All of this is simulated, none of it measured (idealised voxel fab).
Proc. module: voxel self aligned contacts
Pictured: cross-section cut, 235 nm wide, on a grid of 5 nm square cells.
The cross-sections in this document take the form of a grid made of square cells. They are written out as bands, in order from top to bottom. Each band consists of one or more rows of cells. Band: top height; bottom height; in nm. Then, left to right: material with width in nm, for each material. "throughout": a single material spanning edge to edge. "blank": empty space. Heights are expressed relative to 0, this being the level below which the as-received wafer comprises one material exclusively. The lowest band is unbounded in the downward direction and is denoted as in "0 -> down". The two numbers in a width such as "30->40" mark its ends across the band: the first belongs to the top row of cells, the second to the bottom row, and from each row to the next the width moves by the same amount. Where the words "nothing was modified" appear for a step, the cross-section shows no cell changed by that step; every cell remained as before. Closed empty spaces (no open way to the top) of 8 cells or more are what "Trapped voids" lists, each as width x height at distance from the left edge, nm for all three. Text after the settings on a step's line: the simulator's own remark on that step. "overlay nm", when on a step's line for a step with a mask, measures how far to the right of its planned place the mask lay; a negative measure means to the left. Each pair of cross-sections that follows straddles one process step: the one shows the state before the step, the other the state after it, down to the lowest band that changed and no further. The step in question, and its settings, are given under the pair. Note that a pair is not necessarily a continuation of the pair above it, since pairs can come from different runs of this module on the same starting wafer; it is a continuation only where its entry headed "Before the step" says so.

Before the step:
- 60 -> 55 = SiO2 (55)  blank (50)  SiO2 (25)  blank (50)  SiO2 (55)
- 55 -> 35 = SiO2 (15)  SiN (55)  blank (20)  SiN (55)  blank (20)  SiN (55)  SiO2 (15)
- 35 -> 5 = SiO2 (15)  SiN (10)  polySi (35)  SiN (10)  blank (20)  SiN (10)  polySi (35)  SiN (10)  blank (20)  SiN (10)  polySi (35)  SiN (10)  SiO2 (15)
- 5 -> 0 = SiO2 (70)  blank (20)  SiO2 (55)  blank (20)  SiO2 (70)
- 0 -> down = Si throughout
- Trapped voids: none

After:
- 65 -> 60 = TiN (60)  blank (40)  TiN (35)  blank (40)  TiN (60)
- 60 -> 55 = SiO2 (55)  TiN (20)  blank (10)  TiN (20)  SiO2 (25)  TiN (20)  blank (10)  TiN (20)  SiO2 (55)
- 55 -> 35 = SiO2 (15)  SiN (55)  TiN (5)  blank (10)  TiN (5)  SiN (55)  TiN (5)  blank (10)  TiN (5)  SiN (55)  SiO2 (15)
- 35 -> 5 = SiO2 (15)  SiN (10)  polySi (35)  SiN (10)  TiN (5)  blank (10)  TiN (5)  SiN (10)  polySi (35)  SiN (10)  TiN (5)  blank (10)  TiN (5)  SiN (10)  polySi (35)  SiN (10)  SiO2 (15)
- 5 -> 0 = SiO2 (70)  TiN (20)  SiO2 (55)  TiN (20)  SiO2 (70)
- Rest of section, below 0: as before.
- Trapped voids: none
As a process note, the step between the before and after cross-sections shown above is CONFORMAL_DEP (material TiN; thk nm 5)

Before the step: after-step cross-section of the pair just above applies.

After:
- 75 -> 65 = W throughout
- 65 -> 60 = TiN (60)  W (40)  TiN (35)  W (40)  TiN (60)
- 60 -> 55 = SiO2 (55)  TiN (20)  W (10)  TiN (20)  SiO2 (25)  TiN (20)  W (10)  TiN (20)  SiO2 (55)
- 55 -> 35 = SiO2 (15)  SiN (55)  TiN (5)  W (10)  TiN (5)  SiN (55)  TiN (5)  W (10)  TiN (5)  SiN (55)  SiO2 (15)
- 35 -> 5 = SiO2 (15)  SiN (10)  polySi (35)  SiN (10)  TiN (5)  W (10)  TiN (5)  SiN (10)  polySi (35)  SiN (10)  TiN (5)  W (10)  TiN (5)  SiN (10)  polySi (35)  SiN (10)  SiO2 (15)
- Rest of section, below 5: as before.
- Trapped voids: none
As a process note, the step between the before and after cross-sections shown above is FILL_DEP (material W; thk nm 10)

Before the step: after-step cross-section of the pair just above applies.

After:
- 65 -> 60 = TiN (60)  W (40)  TiN (35)  W (40)  TiN (60)
- Rest of section, below 60: as before.
- Trapped voids: none
As a process note, the step between the before and after cross-sections shown above is CMP (height nm 65)

Before the step: after-step cross-section of the pair just above applies.

After:
- 70 -> 65 = SiCN throughout
- Rest of section, below 65: as before.
- Trapped voids: none
As a process note, the step between the before and after cross-sections shown above is CONFORMAL_DEP (material SiCN; thk nm 5)

Before the step:
- 70 -> 55 = aC throughout
- 55 -> 35 = SiN throughout
- 35 -> 5 = polySi throughout
- 5 -> 0 = SiO2 throughout
- 0 -> down = Si throughout
- Trapped voids: none

After:
- 100 -> 70 = blank (30)  resist (25)  blank (50)  resist (25)  blank (50)  resist (25)  blank (30)
- Rest of section, below 70: as before.
- Trapped voids: none
As a process note, the step between the before and after cross-sections shown above is PATTERN (tone cover; mask id GATE; material resist; width nm 25; pitch nm 75; thk nm 30; overlay nm 0)

Before the step: after-step cross-section of the pair just above applies.

After:
- 85 -> 70 = blank (30)  resist (25)  blank (50)  resist (25)  blank (50)  resist (25)  blank (30)
- 70 -> 55 = blank (30)  aC (25)  blank (50)  aC (25)  blank (50)  aC (25)  blank (30)
- Rest of section, below 55: as before.
- Trapped voids: none
As a process note, the step between the before and after cross-sections shown above is DIRECTIONAL_ETCH (etch materials aC; depth nm 15)

Before the step: after-step cross-section of the pair just above applies.

After:
- 70 -> 55 = blank (30)  aC (25)  blank (50)  aC (25)  blank (50)  aC (25)  blank (30)
- Rest of section, below 55: as before.
- Trapped voids: none
As a process note, the step between the before and after cross-sections shown above is STRIP (etch materials resist)

Before the step: after-step cross-section of the pair just above applies.

After:
- 70 -> 55 = blank (30)  aC (25)  blank (50)  aC (25)  blank (50)  aC (25)  blank (30)
- 55 -> 35 = blank (30)  SiN (25)  blank (50)  SiN (25)  blank (50)  SiN (25)  blank (30)
- Rest of section, below 35: as before.
- Trapped voids: none
As a process note, the step between the before and after cross-sections shown above is DIRECTIONAL_ETCH (etch materials SiN; depth nm 20)

Before the step: after-step cross-section of the pair just above applies.

After:
- 70 -> 55 = blank (30)  aC (25)  blank (50)  aC (25)  blank (50)  aC (25)  blank (30)
- 55 -> 35 = blank (30)  SiN (25)  blank (50)  SiN (25)  blank (50)  SiN (25)  blank (30)
- 35 -> 5 = blank (30)  polySi (25)  blank (50)  polySi (25)  blank (50)  polySi (25)  blank (30)
- Rest of section, below 5: as before.
- Trapped voids: none
As a process note, the step between the before and after cross-sections shown above is DIRECTIONAL_ETCH (etch materials polySi; depth nm 30)

Before the step: after-step cross-section of the pair just above applies.

After:
- 55 -> 35 = blank (30)  SiN (25)  blank (50)  SiN (25)  blank (50)  SiN (25)  blank (30)
- Rest of section, below 35: as before.
- Trapped voids: none
As a process note, the step between the before and after cross-sections shown above is STRIP (etch materials aC)

Before the step: after-step cross-section of the pair just above applies.

After:
- 65 -> 35 = blank (20)  SiN (45)  blank (30)  SiN (45)  blank (30)  SiN (45)  blank (20)
- 35 -> 15 = blank (20)  SiN (10)  polySi (25)  SiN (10)  blank (30)  SiN (10)  polySi (25)  SiN (10)  blank (30)  SiN (10)  polySi (25)  SiN (10)  blank (20)
- 15 -> 5 = SiN (30)  polySi (25)  SiN (50)  polySi (25)  SiN (50)  polySi (25)  SiN (30)
- Rest of section, below 5: as before.
- Trapped voids: none
As a process note, the step between the before and after cross-sections shown above is CONFORMAL_DEP (material SiN; thk nm 10)

Before the step: after-step cross-section of the pair just above applies.

After:
- 55 -> 35 = blank (20)  SiN (45)  blank (30)  SiN (45)  blank (30)  SiN (45)  blank (20)
- 35 -> 5 = blank (20)  SiN (10)  polySi (25)  SiN (10)  blank (30)  SiN (10)  polySi (25)  SiN (10)  blank (30)  SiN (10)  polySi (25)  SiN (10)  blank (20)
- Rest of section, below 5: as before.
- Trapped voids: none
As a process note, the step between the before and after cross-sections shown above is DIRECTIONAL_ETCH (etch materials SiN; depth nm 10)

Before the step: after-step cross-section of the pair just above applies.

After:
- 75 -> 55 = SiO2 throughout
- 55 -> 35 = SiO2 (20)  SiN (45)  SiO2 (30)  SiN (45)  SiO2 (30)  SiN (45)  SiO2 (20)
- 35 -> 5 = SiO2 (20)  SiN (10)  polySi (25)  SiN (10)  SiO2 (30)  SiN (10)  polySi (25)  SiN (10)  SiO2 (30)  SiN (10)  polySi (25)  SiN (10)  SiO2 (20)
- Rest of section, below 5: as before.
- Trapped voids: none
As a process note, the step between the before and after cross-sections shown above is FILL_DEP (material SiO2; thk nm 20)

Before the step: after-step cross-section of the pair just above applies.

After:
- 65 -> 55 = SiO2 throughout
- Rest of section, below 55: as before.
- Trapped voids: none
As a process note, the step between the before and after cross-sections shown above is CMP (height nm 65)

Before the step: after-step cross-section of the pair just above applies.

After:
- 80 -> 65 = aC throughout
- Rest of section, below 65: as before.
- Trapped voids: none
As a process note, the step between the before and after cross-sections shown above is DIRECTIONAL_DEP (material aC; thk nm 15)

Before the step: after-step cross-section of the pair just above applies.

After:
- 115 -> 80 = resist (55)  blank (50)  resist (25)  blank (50)  resist (55)
- Rest of section, below 80: as before.
- Trapped voids: none
As a process note, the step between the before and after cross-sections shown above is PATTERN (tone open; mask id CONTACT; material resist; width nm 50; pitch nm 75; thk nm 35; overlay nm 0)

Before the step: after-step cross-section of the pair just above applies.

After:
- 100 -> 80 = resist (55)  blank (50)  resist (25)  blank (50)  resist (55)
- 80 -> 65 = aC (55)  blank (50)  aC (25)  blank (50)  aC (55)
- Rest of section, below 65: as before.
- Trapped voids: none
As a process note, the step between the before and after cross-sections shown above is DIRECTIONAL_ETCH (etch materials aC; depth nm 15)

Before the step: after-step cross-section of the pair just above applies.

After:
- 80 -> 65 = aC (55)  blank (50)  aC (25)  blank (50)  aC (55)
- Rest of section, below 65: as before.
- Trapped voids: none
As a process note, the step between the before and after cross-sections shown above is STRIP (etch materials resist)

Before the step: after-step cross-section of the pair just above applies.

After:
- 80 -> 65 = aC (55)  blank (50)  aC (25)  blank (50)  aC (55)
- 65 -> 55 = SiO2 (55)  blank (50)  SiO2 (25)  blank (50)  SiO2 (55)
- 55 -> 35 = SiO2 (20)  SiN (45)  blank (30)  SiN (45)  blank (30)  SiN (45)  SiO2 (20)
- 35 -> 5 = SiO2 (20)  SiN (10)  polySi (25)  SiN (10)  blank (30)  SiN (10)  polySi (25)  SiN (10)  blank (30)  SiN (10)  polySi (25)  SiN (10)  SiO2 (20)
- 5 -> 0 = SiO2 (65)  blank (30)  SiO2 (45)  blank (30)  SiO2 (65)
- Rest of section, below 0: as before.
- Trapped voids: none
As a process note, the step between the before and after cross-sections shown above is DIRECTIONAL_ETCH (etch materials SiO2; depth nm 65)

Before the step: after-step cross-section of the pair just above applies.

After:
- 65 -> 55 = SiO2 (55)  blank (50)  SiO2 (25)  blank (50)  SiO2 (55)
- Rest of section, below 55: as before.
- Trapped voids: none
As a process note, the step between the before and after cross-sections shown above is STRIP (etch materials aC)

Before the step: after-step cross-section of the pair just above applies.

After:
- 70 -> 65 = TiN (60)  blank (40)  TiN (35)  blank (40)  TiN (60)
- 65 -> 55 = SiO2 (55)  TiN (5->15)  blank (40->20)  TiN (5->15)  SiO2 (25)  TiN (5->15)  blank (40->20)  TiN (5->15)  SiO2 (55)
- 55 -> 35 = SiO2 (20)  SiN (45)  TiN (5)  blank (20)  TiN (5)  SiN (45)  TiN (5)  blank (20)  TiN (5)  SiN (45)  SiO2 (20)
- 35 -> 5 = SiO2 (20)  SiN (10)  polySi (25)  SiN (10)  TiN (5)  blank (20)  TiN (5)  SiN (10)  polySi (25)  SiN (10)  TiN (5)  blank (20)  TiN (5)  SiN (10)  polySi (25)  SiN (10)  SiO2 (20)
- 5 -> 0 = SiO2 (65)  TiN (30)  SiO2 (45)  TiN (30)  SiO2 (65)
- Rest of section, below 0: as before.
- Trapped voids: none
As a process note, the step between the before and after cross-sections shown above is CONFORMAL_DEP (material TiN; thk nm 5)

Before the step: after-step cross-section of the pair just above applies.

After:
- 80 -> 70 = W throughout
- 70 -> 65 = TiN (60)  W (40)  TiN (35)  W (40)  TiN (60)
- 65 -> 55 = SiO2 (55)  TiN (5->15)  W (40->20)  TiN (5->15)  SiO2 (25)  TiN (5->15)  W (40->20)  TiN (5->15)  SiO2 (55)
- 55 -> 35 = SiO2 (20)  SiN (45)  TiN (5)  W (20)  TiN (5)  SiN (45)  TiN (5)  W (20)  TiN (5)  SiN (45)  SiO2 (20)
- 35 -> 5 = SiO2 (20)  SiN (10)  polySi (25)  SiN (10)  TiN (5)  W (20)  TiN (5)  SiN (10)  polySi (25)  SiN (10)  TiN (5)  W (20)  TiN (5)  SiN (10)  polySi (25)  SiN (10)  SiO2 (20)
- Rest of section, below 5: as before.
- Trapped voids: none
As a process note, the step between the before and after cross-sections shown above is FILL_DEP (material W; thk nm 10)

Before the step: after-step cross-section of the pair just above applies.

After:
- 65 -> 55 = SiO2 (55)  TiN (5->15)  W (40->20)  TiN (5->15)  SiO2 (25)  TiN (5->15)  W (40->20)  TiN (5->15)  SiO2 (55)
- Rest of section, below 55: as before.
- Trapped voids: none
As a process note, the step between the before and after cross-sections shown above is CMP (height nm 65)

Before the step: after-step cross-section of the pair just above applies.

After:
- 70 -> 65 = SiCN throughout
- Rest of section, below 65: as before.
- Trapped voids: none
As a process note, the step between the before and after cross-sections shown above is CONFORMAL_DEP (material SiCN; thk nm 5)

Before the step:
- 80 -> 65 = aC throughout
- 65 -> 55 = SiO2 throughout
- 55 -> 35 = SiO2 (15)  SiN (55)  SiO2 (20)  SiN (55)  SiO2 (20)  SiN (55)  SiO2 (15)
- 35 -> 5 = SiO2 (15)  SiN (10)  polySi (35)  SiN (10)  SiO2 (20)  SiN (10)  polySi (35)  SiN (10)  SiO2 (20)  SiN (10)  polySi (35)  SiN (10)  SiO2 (15)
- 5 -> 0 = SiO2 throughout
- 0 -> down = Si throughout
- Trapped voids: none

After:
- 115 -> 80 = resist (50)  blank (50)  resist (25)  blank (50)  resist (60)
- Rest of section, below 80: as before.
- Trapped voids: none
As a process note, the step between the before and after cross-sections shown above is PATTERN (tone open; mask id CONTACT; material resist; width nm 50; pitch nm 75; thk nm 35; overlay nm -5)

Before the step: after-step cross-section of the pair just above applies.

After:
- 100 -> 80 = resist (50)  blank (50)  resist (25)  blank (50)  resist (60)
- 80 -> 65 = aC (50)  blank (50)  aC (25)  blank (50)  aC (60)
- Rest of section, below 65: as before.
- Trapped voids: none
As a process note, the step between the before and after cross-sections shown above is DIRECTIONAL_ETCH (etch materials aC; depth nm 15)

Before the step: after-step cross-section of the pair just above applies.

After:
- 80 -> 65 = aC (50)  blank (50)  aC (25)  blank (50)  aC (60)
- Rest of section, below 65: as before.
- Trapped voids: none
As a process note, the step between the before and after cross-sections shown above is STRIP (etch materials resist)

Before the step: after-step cross-section of the pair just above applies.

After:
- 80 -> 65 = aC (50)  blank (50)  aC (25)  blank (50)  aC (60)
- 65 -> 55 = SiO2 (50)  blank (50)  SiO2 (25)  blank (50)  SiO2 (60)
- 55 -> 35 = SiO2 (15)  SiN (55)  blank (20)  SiN (55)  blank (20)  SiN (55)  SiO2 (15)
- 35 -> 5 = SiO2 (15)  SiN (10)  polySi (35)  SiN (10)  blank (20)  SiN (10)  polySi (35)  SiN (10)  blank (20)  SiN (10)  polySi (35)  SiN (10)  SiO2 (15)
- 5 -> 0 = SiO2 (70)  blank (20)  SiO2 (55)  blank (20)  SiO2 (70)
- Rest of section, below 0: as before.
- Trapped voids: none
As a process note, the step between the before and after cross-sections shown above is DIRECTIONAL_ETCH (etch materials SiO2; depth nm 65)

Before the step: after-step cross-section of the pair just above applies.

After:
- 65 -> 55 = SiO2 (50)  blank (50)  SiO2 (25)  blank (50)  SiO2 (60)
- Rest of section, below 55: as before.
- Trapped voids: none
As a process note, the step between the before and after cross-sections shown above is STRIP (etch materials aC)

Before the step: after-step cross-section of the pair just above applies.

After:
- 70 -> 65 = TiN (55)  blank (40)  TiN (35)  blank (40)  TiN (65)
- 65 -> 55 = SiO2 (50)  TiN (5->25)  blank (40->10)  TiN (5->15)  SiO2 (25)  TiN (5->25)  blank (40->10)  TiN (5->15)  SiO2 (60)
- 55 -> 35 = SiO2 (15)  SiN (55)  TiN (5)  blank (10)  TiN (5)  SiN (55)  TiN (5)  blank (10)  TiN (5)  SiN (55)  SiO2 (15)
- 35 -> 5 = SiO2 (15)  SiN (10)  polySi (35)  SiN (10)  TiN (5)  blank (10)  TiN (5)  SiN (10)  polySi (35)  SiN (10)  TiN (5)  blank (10)  TiN (5)  SiN (10)  polySi (35)  SiN (10)  SiO2 (15)
- 5 -> 0 = SiO2 (70)  TiN (20)  SiO2 (55)  TiN (20)  SiO2 (70)
- Rest of section, below 0: as before.
- Trapped voids: none
As a process note, the step between the before and after cross-sections shown above is CONFORMAL_DEP (material TiN; thk nm 5)

Before the step: after-step cross-section of the pair just above applies.

After:
- 80 -> 70 = W throughout
- 70 -> 65 = TiN (55)  W (40)  TiN (35)  W (40)  TiN (65)
- 65 -> 55 = SiO2 (50)  TiN (5->25)  W (40->10)  TiN (5->15)  SiO2 (25)  TiN (5->25)  W (40->10)  TiN (5->15)  SiO2 (60)
- 55 -> 35 = SiO2 (15)  SiN (55)  TiN (5)  W (10)  TiN (5)  SiN (55)  TiN (5)  W (10)  TiN (5)  SiN (55)  SiO2 (15)
- 35 -> 5 = SiO2 (15)  SiN (10)  polySi (35)  SiN (10)  TiN (5)  W (10)  TiN (5)  SiN (10)  polySi (35)  SiN (10)  TiN (5)  W (10)  TiN (5)  SiN (10)  polySi (35)  SiN (10)  SiO2 (15)
- Rest of section, below 5: as before.
- Trapped voids: none
As a process note, the step between the before and after cross-sections shown above is FILL_DEP (material W; thk nm 10)

Before the step: after-step cross-section of the pair just above applies.

After:
- 65 -> 55 = SiO2 (50)  TiN (5->25)  W (40->10)  TiN (5->15)  SiO2 (25)  TiN (5->25)  W (40->10)  TiN (5->15)  SiO2 (60)
- Rest of section, below 55: as before.
- Trapped voids: none
As a process note, the step between the before and after cross-sections shown above is CMP (height nm 65)

Before the step: after-step cross-section of the pair just above applies.

After:
- 70 -> 65 = SiCN throughout
- Rest of section, below 65: as before.
- Trapped voids: none
As a process note, the step between the before and after cross-sections shown above is CONFORMAL_DEP (material SiCN; thk nm 5)

Before the step:
- 80 -> 65 = aC (55)  blank (50)  aC (25)  blank (50)  aC (55)
- 65 -> 55 = SiO2 (55)  blank (50)  SiO2 (25)  blank (50)  SiO2 (55)
- 55 -> 35 = SiO2 (15)  SiN (55)  blank (20)  SiN (55)  blank (20)  SiN (55)  SiO2 (15)
- 35 -> 5 = SiO2 (15)  SiN (10)  polySi (35)  SiN (10)  blank (20)  SiN (10)  polySi (35)  SiN (10)  blank (20)  SiN (10)  polySi (35)  SiN (10)  SiO2 (15)
- 5 -> 0 = SiO2 (70)  blank (20)  SiO2 (55)  blank (20)  SiO2 (70)
- 0 -> down = Si throughout
- Trapped voids: none

After:
- 80 -> 65 = aC (55)  blank (125)  aC (55)
- 65 -> 55 = SiO2 (55)  blank (125)  SiO2 (55)
- 55 -> 35 = SiO2 (15)  blank (205)  SiO2 (15)
- 35 -> 5 = SiO2 (15)  blank (10)  polySi (35)  blank (40)  polySi (35)  blank (40)  polySi (35)  blank (10)  SiO2 (15)
- Rest of section, below 5: as before.
- Trapped voids: none
As a process note, the step between the before and after cross-sections shown above is STRIP (etch materials SiN)

Before the step: after-step cross-section of the pair just above applies.

After:
- 85 -> 80 = TiN (60)  blank (115)  TiN (60)
- 80 -> 65 = aC (55)  TiN (5)  blank (115)  TiN (5)  aC (55)
- 65 -> 55 = SiO2 (55)  TiN (5)  blank (115)  TiN (5)  SiO2 (55)
- 55 -> 50 = SiO2 (15)  TiN (45)  blank (115)  TiN (45)  SiO2 (15)
- 50 -> 40 = SiO2 (15)  TiN (5)  blank (195)  TiN (5)  SiO2 (15)
- 40 -> 35 = SiO2 (15)  TiN (50)  blank (30)  TiN (45)  blank (30)  TiN (50)  SiO2 (15)
- 35 -> 10 = SiO2 (15)  TiN (10)  polySi (35)  TiN (5)  blank (30)  TiN (5)  polySi (35)  TiN (5)  blank (30)  TiN (5)  polySi (35)  TiN (10)  SiO2 (15)
- 10 -> 5 = SiO2 (15)  TiN (10)  polySi (35)  TiN (15)  blank (10)  TiN (15)  polySi (35)  TiN (15)  blank (10)  TiN (15)  polySi (35)  TiN (10)  SiO2 (15)
- 5 -> 0 = SiO2 (70)  TiN (20)  SiO2 (55)  TiN (20)  SiO2 (70)
- Rest of section, below 0: as before.
- Trapped voids: none
As a process note, the step between the before and after cross-sections shown above is CONFORMAL_DEP (material TiN; thk nm 5)

Before the step: after-step cross-section of the pair just above applies.

After:
- 95 -> 85 = W throughout
- 85 -> 80 = TiN (60)  W (115)  TiN (60)
- 80 -> 65 = aC (55)  TiN (5)  W (115)  TiN (5)  aC (55)
- 65 -> 55 = SiO2 (55)  TiN (5)  W (115)  TiN (5)  SiO2 (55)
- 55 -> 50 = SiO2 (15)  TiN (45)  W (115)  TiN (45)  SiO2 (15)
- 50 -> 40 = SiO2 (15)  TiN (5)  W (195)  TiN (5)  SiO2 (15)
- 40 -> 35 = SiO2 (15)  TiN (50)  W (30)  TiN (45)  W (30)  TiN (50)  SiO2 (15)
- 35 -> 10 = SiO2 (15)  TiN (10)  polySi (35)  TiN (5)  W (30)  TiN (5)  polySi (35)  TiN (5)  W (30)  TiN (5)  polySi (35)  TiN (10)  SiO2 (15)
- 10 -> 5 = SiO2 (15)  TiN (10)  polySi (35)  TiN (15)  W (10)  TiN (15)  polySi (35)  TiN (15)  W (10)  TiN (15)  polySi (35)  TiN (10)  SiO2 (15)
- Rest of section, below 5: as before.
- Trapped voids: none
As a process note, the step between the before and after cross-sections shown above is FILL_DEP (material W; thk nm 10)

Before the step: after-step cross-section of the pair just above applies.

After:
- 65 -> 55 = SiO2 (55)  TiN (5)  W (115)  TiN (5)  SiO2 (55)
- Rest of section, below 55: as before.
- Trapped voids: none
As a process note, the step between the before and after cross-sections shown above is CMP (height nm 65)

Before the step: after-step cross-section of the pair just above applies.

After:
- 70 -> 65 = SiCN throughout
- Rest of section, below 65: as before.
- Trapped voids: none
As a process note, the step between the before and after cross-sections shown above is CONFORMAL_DEP (material SiCN; thk nm 5)

Before the step:
- 80 -> 65 = aC throughout
- 65 -> 55 = SiO2 throughout
- 55 -> 35 = SiO2 (15)  SiN (55)  SiO2 (20)  SiN (55)  SiO2 (20)  SiN (55)  SiO2 (15)
- 35 -> 5 = SiO2 (15)  SiN (10)  polySi (35)  SiN (10)  SiO2 (20)  SiN (10)  polySi (35)  SiN (10)  SiO2 (20)  SiN (10)  polySi (35)  SiN (10)  SiO2 (15)
- 5 -> 0 = SiO2 throughout
- 0 -> down = Si throughout
- Trapped voids: none

After:
- 115 -> 80 = blank (55)  resist (50)  blank (25)  resist (50)  blank (55)
- Rest of section, below 80: as before.
- Trapped voids: none
As a process note, the step between the before and after cross-sections shown above is PATTERN (tone cover; mask id CONTACT; material resist; width nm 50; pitch nm 75; thk nm 35; overlay nm 0)

Before the step: after-step cross-section of the pair just above applies.

After:
- 100 -> 80 = blank (55)  resist (50)  blank (25)  resist (50)  blank (55)
- 80 -> 65 = blank (55)  aC (50)  blank (25)  aC (50)  blank (55)
- Rest of section, below 65: as before.
- Trapped voids: none
As a process note, the step between the before and after cross-sections shown above is DIRECTIONAL_ETCH (etch materials aC; depth nm 15)

Before the step: after-step cross-section of the pair just above applies.

After:
- 80 -> 65 = blank (55)  aC (50)  blank (25)  aC (50)  blank (55)
- Rest of section, below 65: as before.
- Trapped voids: none
As a process note, the step between the before and after cross-sections shown above is STRIP (etch materials resist)

Before the step: after-step cross-section of the pair just above applies.

After:
- 80 -> 65 = blank (55)  aC (50)  blank (25)  aC (50)  blank (55)
- 65 -> 55 = blank (55)  SiO2 (50)  blank (25)  SiO2 (50)  blank (55)
- 55 -> 35 = blank (15)  SiN (55)  SiO2 (20)  SiN (55)  SiO2 (20)  SiN (55)  blank (15)
- 35 -> 5 = blank (15)  SiN (10)  polySi (35)  SiN (10)  SiO2 (20)  SiN (10)  polySi (35)  SiN (10)  SiO2 (20)  SiN (10)  polySi (35)  SiN (10)  blank (15)
- 5 -> 0 = blank (15)  SiO2 (205)  blank (15)
- Rest of section, below 0: as before.
- Trapped voids: none
As a process note, the step between the before and after cross-sections shown above is DIRECTIONAL_ETCH (etch materials SiO2; depth nm 65)

Before the step: after-step cross-section of the pair just above applies.

After:
- 65 -> 55 = blank (55)  SiO2 (50)  blank (25)  SiO2 (50)  blank (55)
- Rest of section, below 55: as before.
- Trapped voids: none
As a process note, the step between the before and after cross-sections shown above is STRIP (etch materials aC)

Before the step: after-step cross-section of the pair just above applies.

After:
- 70 -> 65 = blank (50)  TiN (60)  blank (15)  TiN (60)  blank (50)
- 65 -> 60 = blank (50)  TiN (5)  SiO2 (50)  TiN (5)  blank (15)  TiN (5)  SiO2 (50)  TiN (5)  blank (50)
- 60 -> 55 = blank (10)  TiN (45)  SiO2 (50)  TiN (25)  SiO2 (50)  TiN (45)  blank (10)
- 55 -> 35 = blank (10)  TiN (5)  SiN (55)  SiO2 (20)  SiN (55)  SiO2 (20)  SiN (55)  TiN (5)  blank (10)
- 35 -> 5 = blank (10)  TiN (5)  SiN (10)  polySi (35)  SiN (10)  SiO2 (20)  SiN (10)  polySi (35)  SiN (10)  SiO2 (20)  SiN (10)  polySi (35)  SiN (10)  TiN (5)  blank (10)
- 5 -> 0 = TiN (15)  SiO2 (205)  TiN (15)
- Rest of section, below 0: as before.
- Trapped voids: none
As a process note, the step between the before and after cross-sections shown above is CONFORMAL_DEP (material TiN; thk nm 5)

Before the step: after-step cross-section of the pair just above applies.

After:
- 80 -> 70 = W throughout
- 70 -> 65 = W (50)  TiN (60)  W (15)  TiN (60)  W (50)
- 65 -> 60 = W (50)  TiN (5)  SiO2 (50)  TiN (5)  W (15)  TiN (5)  SiO2 (50)  TiN (5)  W (50)
- 60 -> 55 = W (10)  TiN (45)  SiO2 (50)  TiN (25)  SiO2 (50)  TiN (45)  W (10)
- 55 -> 35 = W (10)  TiN (5)  SiN (55)  SiO2 (20)  SiN (55)  SiO2 (20)  SiN (55)  TiN (5)  W (10)
- 35 -> 5 = W (10)  TiN (5)  SiN (10)  polySi (35)  SiN (10)  SiO2 (20)  SiN (10)  polySi (35)  SiN (10)  SiO2 (20)  SiN (10)  polySi (35)  SiN (10)  TiN (5)  W (10)
- Rest of section, below 5: as before.
- Trapped voids: none
As a process note, the step between the before and after cross-sections shown above is FILL_DEP (material W; thk nm 10)

Before the step: after-step cross-section of the pair just above applies.

After:
- 65 -> 60 = W (50)  TiN (5)  SiO2 (50)  TiN (5)  W (15)  TiN (5)  SiO2 (50)  TiN (5)  W (50)
- Rest of section, below 60: as before.
- Trapped voids: none
As a process note, the step between the before and after cross-sections shown above is CMP (height nm 65)

Before the step: after-step cross-section of the pair just above applies.

After:
- 70 -> 65 = SiCN throughout
- Rest of section, below 65: as before.
- Trapped voids: none
As a process note, the step between the before and after cross-sections shown above is CONFORMAL_DEP (material SiCN; thk nm 5)
